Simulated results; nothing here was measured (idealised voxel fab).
process module | voxel capacitor over wiring
cross-section cut | 210 nm wide | cells 5 nm
A cross-section is a grid of square cells, given in bands from the top down. A band is one or more rows of cells.
Each band's line starts with the height of the band's top and of its bottom, in nm. Then come its materials from left to right, each with its width in nm. One material with "throughout" fills the band from edge to edge. "air" is empty space.
Height 0 is the level under which the wafer as received is all one material. The lowest band goes on downwards, as in "0 down".
A width such as "30 to 40" changes by the same amount from each row of cells to the next, from the band's top row to its bottom row.
"no change" after a step means that no cell of the cross-section changed.
closed voids: empty space of 8 cells or more with no open way to the top, each as width x height at its distance from the left edge, in nm
after a step's settings: what the simulator itself notes on the step
overlay nm, on a step with a mask: how far to the right of its planned place the mask lay; to the left if negative
plan
1 op RECEIVE | material Si
2 op CONFORMAL_DEP | material SiO2 | thk nm 10
3 op CONFORMAL_DEP | material SiCN | thk nm 5
4 op DIRECTIONAL_DEP | material SiO2 | thk nm 15
5 op PATTERN | tone open | mask id METAL_1 | material resist | width nm 30 | pitch nm 95 | thk nm 20 | overlay nm 0
6 op DIRECTIONAL_ETCH | etch materials SiO2 | depth nm 15
7 op DIRECTIONAL_ETCH | etch materials SiCN | depth nm 5
8 op STRIP | etch materials resist
9 op CONFORMAL_DEP | material TiN | thk nm 5
10 op FILL_DEP | material Cu | thk nm 5
11 op CMP | height nm 30
12 op CONFORMAL_DEP | material SiCN | thk nm 5
13 op DIRECTIONAL_DEP | material lowk | thk nm 20
14 op PATTERN | tone open | mask id PLUG_1 | material resist | width nm 15 | thk nm 15 | overlay nm 0
15 op DIRECTIONAL_ETCH | etch materials lowk | depth nm 20
16 op DIRECTIONAL_ETCH | etch materials SiCN | depth nm 5
17 op STRIP | etch materials resist
18 op EPI | material Ru | thk nm 10
19 op EPI | material Ru | thk nm 10
20 op EPI | material Ru | thk nm 5
21 op DIRECTIONAL_DEP | material TiN | thk nm 5
22 op DIRECTIONAL_DEP | material HfO2 | thk nm 5
23 op DIRECTIONAL_DEP | material TiN | thk nm 5
24 op MASKED_ETCH | tone cover | mask id UPPER_PLATE | width nm 70 | etch materials TiN | depth nm 5 | overlay nm 0
25 op MASKED_ETCH | tone cover | mask id UPPER_PLATE | width nm 70 | etch materials HfO2 | depth nm 5 | overlay nm 0
26 op MASKED_ETCH | tone cover | mask id LOWER_PLATE | width nm 80 | etch materials TiN | depth nm 5 | overlay nm 0
27 op FILL_DEP | material SiO2 | thk nm 15
28 op CMP | height nm 80
29 op DIRECTIONAL_DEP | material aC | thk nm 15
30 op PATTERN | tone open | mask id PLUG_2 | material resist | width nm 15 | thk nm 30 | overlay nm 0
31 op DIRECTIONAL_ETCH | etch materials aC | depth nm 15
32 op STRIP | etch materials resist
33 op DIRECTIONAL_ETCH | etch materials SiO2 | depth nm 10
34 op STRIP | etch materials aC
35 op CONFORMAL_DEP | material TiN | thk nm 5
36 op FILL_DEP | material W | thk nm 5
37 op CMP | height nm 80
38 op CONFORMAL_DEP | material SiN | thk nm 5
as received, after step 1
  0 down: Si throughout
  closed voids: none
a wafer at the end: this start, this plan, one mistake
  85 to 80: SiN throughout
  80 to 75: SiO2 65 | TiN 5 | W 5 | TiN 5 | SiO2 130
  75 to 65: SiO2 65 to 55 | TiN 15 to 70 | SiO2 130 to 85
  65 to 60: SiO2 55 | HfO2 70 | SiO2 85
  60 to 55: SiO2 50 | TiN 80 | SiO2 80
  55 to 35: lowk 55 | Ru 15 | lowk 140
  35 to 30: SiCN 55 | Ru 15 | SiCN 140
  30 to 15: SiO2 35 | TiN 5 | Cu 20 | TiN 5 | SiO2 65 | TiN 5 | Cu 20 | TiN 5 | SiO2 50
  15 to 10: SiCN 35 | TiN 30 | SiCN 65 | TiN 30 | SiCN 50
  10 to 0: SiO2 throughout
  0 down: Si throughout
  closed voids: none
what went wrong: step 5 ran as: op PATTERN | tone open | mask id METAL_1 | material resist | width nm 30 | pitch nm 95 | thk nm 20 | overlay nm -5
